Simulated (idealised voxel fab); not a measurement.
Process module under the name voxel ribs on slabs
The width of the displayed cross-section, cut, is 235 nm; its cells are square, with a size of 5 nm.
How to read a cross-section here: the picture is a grid of square cells, written as bands going from the top down, and any band can span one or more rows of cells. Band entry format. Leading values: height of top, height of bottom, nm. Remainder: materials in left-to-right order, each with its width in nm. Special words: "all across" on a single material, which then fills the band edge to edge; "empty", empty space. All heights in this document are referenced to 0, defined as the level beneath which the wafer, as received, consists entirely of one material. The lowest band is not bounded below; it extends indefinitely downward and is written in the form "0..down". Read "30 to 40" as a graded width: first number on top, second number at the bottom, same change between each pair of neighbouring rows. A step reported as "nothing different" is a step in which no cell of the cross-section changed. For the entry "Closed internal cavities", the listed items are empty spaces with no open way to the top whose size is 8 cells or more; each item follows the pattern width x height at distance, where distance is from the left edge and all three are in nm. Whatever follows a step's settings on its line is a remark the simulator itself makes about that step. overlay nm: step with mask; distance mask lay right of planned place; negative value = left of planned place.

# Here's what the planned process steps look like
step 1: RECEIVE with material Si
step 2: DIRECTIONAL_DEP with material SiO2, thk nm 25
step 3: DIRECTIONAL_DEP with material polySi, thk nm 25
step 4: DIRECTIONAL_DEP with material aC, thk nm 15
step 5: PATTERN with tone cover, mask id RIB, material resist, width nm 20, thk nm 30, overlay nm 0
step 6: DIRECTIONAL_ETCH with etch materials aC, depth nm 15
step 7: STRIP with etch materials resist
step 8: DIRECTIONAL_ETCH with etch materials polySi, depth nm 15
step 9: STRIP with etch materials aC
step 10: PATTERN with tone cover, mask id SLAB, material resist, width nm 60, thk nm 20, overlay nm 0
step 11: DIRECTIONAL_ETCH with etch materials polySi, depth nm 10
step 12: STRIP with etch materials resist
step 13: FILL_DEP with material SiO2, thk nm 20
step 14: CMP with height nm 65
step 15: DIRECTIONAL_DEP with material W, thk nm 10
step 16: MASKED_ETCH with tone cover, mask id HEATER, width nm 30, etch materials W, depth nm 10, overlay nm 0
step 17: CONFORMAL_DEP with material SiN, thk nm 10

# Cross-sectional view of the wafer in its as-received condition, corresponding to the state after step 1
- 0..down = Si all across
- Closed internal cavities: none

# As-planned run: cross-section of the first of two wafers at end of module
- 85..75 = empty: 90; SiN: 50; empty: 95
- 75..65 = SiN: 100; W: 30; SiN: 105
- 65..50 = SiO2 all across
- 50..35 = SiO2: 105; polySi: 20; SiO2: 110
- 35..25 = SiO2: 85; polySi: 60; SiO2: 90
- 25..0 = SiO2 all across
- 0..down = Si all across
- Closed internal cavities: none

# Second wafer through the module, sectioned at the end: same beginning and same plan as the first wafer, with one mistake in carrying it out
- 85..75 = empty: 90; SiN: 50; empty: 95
- 75..65 = SiN: 100; W: 30; SiN: 105
- 65..50 = SiO2 all across
- 50..25 = W all across
- 25..0 = SiO2 all across
- 0..down = Si all across
- Closed internal cavities: none
Which mistake was made when the wafer was run? step 3 was run on a setting that differed from the plan, and what really ran there is DIRECTIONAL_DEP with material W, thk nm 25
Per the end-of-run cell counts, the second wafer holds more or fewer of some materials than the first: SiO2: 199 fewer, W: 235 more, polySi: 36 fewer
